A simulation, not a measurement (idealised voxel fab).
The document below concerns the process module designated voxel air gaps.
In the cross-section labelled cut, the width is 210 nm and each square cell is 5 nm.
Square cells in a grid make up a cross-section in this document, and the grid is given as bands, listed from the top down, each one or more rows of cells. Band: top height; bottom height; in nm. Then, left to right: material with width in nm, for each material. "full width": a single material spanning edge to edge. "air": empty space. A quick word on heights: they are counted from 0, and under that level the wafer as it came to us is one material throughout. The lowest band is different from the rest in having no bottom; it simply continues downward, written as in "from 0 down". A width given as "30..40" starts at the first number in the band's top row and ends at the second number in its bottom row, shifting by an equal amount at every step from row to row. Where a step carries "no alteration", the cross-section came out of it unchanged, cell for cell. The label "Unvented voids" introduces a list of the empty spaces, 8 cells or larger, that have no open way up to the top; each entry in it reads width x height at distance, where the distance is taken from the left edge and all three are stated in nm. If you see something after the settings on a step's line, that's the simulator's own remark about that step. Regarding "overlay nm": on a step with a mask, it is the distance the mask lay to the right of its planned place; a negative value places it to the left. Pairs ahead. Before: cross-section ahead of one process step. After: cross-section once the step is done, shown to the lowest changed band only. Under each pair: that step, with settings. Caution: pairs may come from different runs of this module on the same starting wafer; a pair follows the pair above only where its "Pre-step" entry says so.

[Pre-step]
> from 65 to 55 = air 35 nm; Ru 35 nm; air 5 nm; Ru 35 nm; air 5 nm; Ru 35 nm; air 60 nm
> from 55 to 20 = air 45 nm; TiN 5 nm; Ru 5 nm; TiN 5 nm; air 25 nm; TiN 5 nm; Ru 5 nm; TiN 5 nm; air 25 nm; TiN 5 nm; Ru 5 nm; TiN 5 nm; air 70 nm
> from 20 to 15 = air 45 nm; TiN 15 nm; air 25 nm; TiN 15 nm; air 25 nm; TiN 15 nm; air 70 nm
> from 15 to 10 = SiN full width
> from 10 to 0 = SiO2 full width
> from 0 down = Si full width
> Unvented voids: none

[Cross-Section After Step]
> from 70 to 65 = air 30 nm; SiCN 125 nm; air 55 nm
> from 65 to 55 = air 30 nm; SiCN 5 nm; Ru 35 nm; SiCN 5 nm; Ru 35 nm; SiCN 5 nm; Ru 35 nm; SiCN 5 nm; air 55 nm
> from 55 to 50 = air 30 nm; SiCN 15 nm; TiN 5 nm; Ru 5 nm; TiN 5 nm; SiCN 25 nm; TiN 5 nm; Ru 5 nm; TiN 5 nm; SiCN 25 nm; TiN 5 nm; Ru 5 nm; TiN 5 nm; SiCN 15 nm; air 55 nm
> from 50 to 20 = air 40 nm; SiCN 5 nm; TiN 5 nm; Ru 5 nm; TiN 5 nm; SiCN 5 nm; air 15 nm; SiCN 5 nm; TiN 5 nm; Ru 5 nm; TiN 5 nm; SiCN 5 nm; air 15 nm; SiCN 5 nm; TiN 5 nm; Ru 5 nm; TiN 5 nm; SiCN 5 nm; air 65 nm
> from 20 to 15 = SiCN 45 nm; TiN 15 nm; SiCN 25 nm; TiN 15 nm; SiCN 25 nm; TiN 15 nm; SiCN 70 nm
> Unchanged below 15.
> Unvented voids: 15 x 30 at 65; 15 x 30 at 105
The process step separating the two cross-sections depicted above is as follows: CONFORMAL_DEP: material SiCN, thk nm 5

[Pre-step]
> from 15 to 10 = SiN full width
> from 10 to 0 = SiO2 full width
> from 0 down = Si full width
> Unvented voids: none

[Cross-Section After Step]
> from 55 to 15 = SiCN full width
> Unchanged below 15.
> Unvented voids: none
The process step separating the two cross-sections depicted above is as follows: DIRECTIONAL_DEP: material SiCN, thk nm 40

Pre-step: cross-section not repeated; it is the one shown after the step in the pair just above.

[Cross-Section After Step]
> from 70 to 55 = resist 55 nm; air 15 nm; resist 25 nm; air 15 nm; resist 25 nm; air 15 nm; resist 60 nm
> Unchanged below 55.
> Unvented voids: none
The process step separating the two cross-sections depicted above is as follows: PATTERN: tone open, mask id LINES, material resist, width nm 15, pitch nm 40, thk nm 15, overlay nm 0

Pre-step: cross-section not repeated; it is the one shown after the step in the pair just above.

[Cross-Section After Step]
> from 55 to 15 = SiCN full width
> Unchanged below 15.
> Unvented voids: none
The process step separating the two cross-sections depicted above is as follows: STRIP: etch materials resist

Pre-step: cross-section not repeated; it is the one shown after the step in the pair just above.

[Cross-Section After Step]
> from 60 to 55 = TiN full width
> Unchanged below 55.
> Unvented voids: none
The process step separating the two cross-sections depicted above is as follows: CONFORMAL_DEP: material TiN, thk nm 5

Pre-step: cross-section not repeated; it is the one shown after the step in the pair just above.

[Cross-Section After Step]
> from 70 to 60 = Ru full width
> Unchanged below 60.
> Unvented voids: none
The process step separating the two cross-sections depicted above is as follows: FILL_DEP: material Ru, thk nm 10

Pre-step: cross-section not repeated; it is the one shown after the step in the pair just above.

[Cross-Section After Step]
> from 55 to 15 = SiCN full width
> Unchanged below 15.
> Unvented voids: none
The process step separating the two cross-sections depicted above is as follows: CMP: height nm 55

Pre-step: cross-section not repeated; it is the one shown after the step in the pair just above.

[Cross-Section After Step]
> from 60 to 15 = SiCN full width
> Unchanged below 15.
> Unvented voids: none
The process step separating the two cross-sections depicted above is as follows: CONFORMAL_DEP: material SiCN, thk nm 5

[Pre-step]
> from 55 to 15 = lowk full width
> from 15 to 10 = SiN full width
> from 10 to 0 = SiO2 full width
> from 0 down = Si full width
> Unvented voids: none

[Cross-Section After Step]
> from 70 to 55 = air 55 nm; resist 15 nm; air 25 nm; resist 15 nm; air 25 nm; resist 15 nm; air 60 nm
> Unchanged below 55.
> Unvented voids: none
The process step separating the two cross-sections depicted above is as follows: PATTERN: tone cover, mask id LINES, material resist, width nm 15, pitch nm 40, thk nm 15, overlay nm 0

Pre-step: cross-section not repeated; it is the one shown after the step in the pair just above.

[Cross-Section After Step]
> from 70 to 55 = air 55 nm; resist 15 nm; air 25 nm; resist 15 nm; air 25 nm; resist 15 nm; air 60 nm
> from 55 to 15 = air 55 nm; lowk 15 nm; air 25 nm; lowk 15 nm; air 25 nm; lowk 15 nm; air 60 nm
> Unchanged below 15.
> Unvented voids: none
The process step separating the two cross-sections depicted above is as follows: DIRECTIONAL_ETCH: etch materials lowk, depth nm 40

Pre-step: cross-section not repeated; it is the one shown after the step in the pair just above.

[Cross-Section After Step]
> from 55 to 15 = air 55 nm; lowk 15 nm; air 25 nm; lowk 15 nm; air 25 nm; lowk 15 nm; air 60 nm
> Unchanged below 15.
> Unvented voids: none
The process step separating the two cross-sections depicted above is as follows: STRIP: etch materials resist

Pre-step: cross-section not repeated; it is the one shown after the step in the pair just above.

[Cross-Section After Step]
> from 60 to 55 = air 50 nm; TiN 25 nm; air 15 nm; TiN 25 nm; air 15 nm; TiN 25 nm; air 55 nm
> from 55 to 20 = air 50 nm; TiN 5 nm; lowk 15 nm; TiN 5 nm; air 15 nm; TiN 5 nm; lowk 15 nm; TiN 5 nm; air 15 nm; TiN 5 nm; lowk 15 nm; TiN 5 nm; air 55 nm
> from 20 to 15 = TiN 55 nm; lowk 15 nm; TiN 25 nm; lowk 15 nm; TiN 25 nm; lowk 15 nm; TiN 60 nm
> Unchanged below 15.
> Unvented voids: none
The process step separating the two cross-sections depicted above is as follows: CONFORMAL_DEP: material TiN, thk nm 5

Pre-step: cross-section not repeated; it is the one shown after the step in the pair just above.

[Cross-Section After Step]
> from 70 to 60 = Ru full width
> from 60 to 55 = Ru 50 nm; TiN 25 nm; Ru 15 nm; TiN 25 nm; Ru 15 nm; TiN 25 nm; Ru 55 nm
> from 55 to 20 = Ru 50 nm; TiN 5 nm; lowk 15 nm; TiN 5 nm; Ru 15 nm; TiN 5 nm; lowk 15 nm; TiN 5 nm; Ru 15 nm; TiN 5 nm; lowk 15 nm; TiN 5 nm; Ru 55 nm
> Unchanged below 20.
> Unvented voids: none
The process step separating the two cross-sections depicted above is as follows: FILL_DEP: material Ru, thk nm 10

Pre-step: cross-section not repeated; it is the one shown after the step in the pair just above.

[Cross-Section After Step]
> from 55 to 20 = Ru 50 nm; TiN 5 nm; lowk 15 nm; TiN 5 nm; Ru 15 nm; TiN 5 nm; lowk 15 nm; TiN 5 nm; Ru 15 nm; TiN 5 nm; lowk 15 nm; TiN 5 nm; Ru 55 nm
> Unchanged below 20.
> Unvented voids: none
The process step separating the two cross-sections depicted above is as follows: CMP: height nm 55

Pre-step: cross-section not repeated; it is the one shown after the step in the pair just above.

[Cross-Section After Step]
> from 65 to 55 = Ru full width
> Unchanged below 55.
> Unvented voids: none
The process step separating the two cross-sections depicted above is as follows: EPI: material Ru, thk nm 10

Pre-step: cross-section not repeated; it is the one shown after the step in the pair just above.

[Cross-Section After Step]
> from 70 to 65 = SiCN full width
> Unchanged below 65.
> Unvented voids: none
The process step separating the two cross-sections depicted above is as follows: CONFORMAL_DEP: material SiCN, thk nm 5
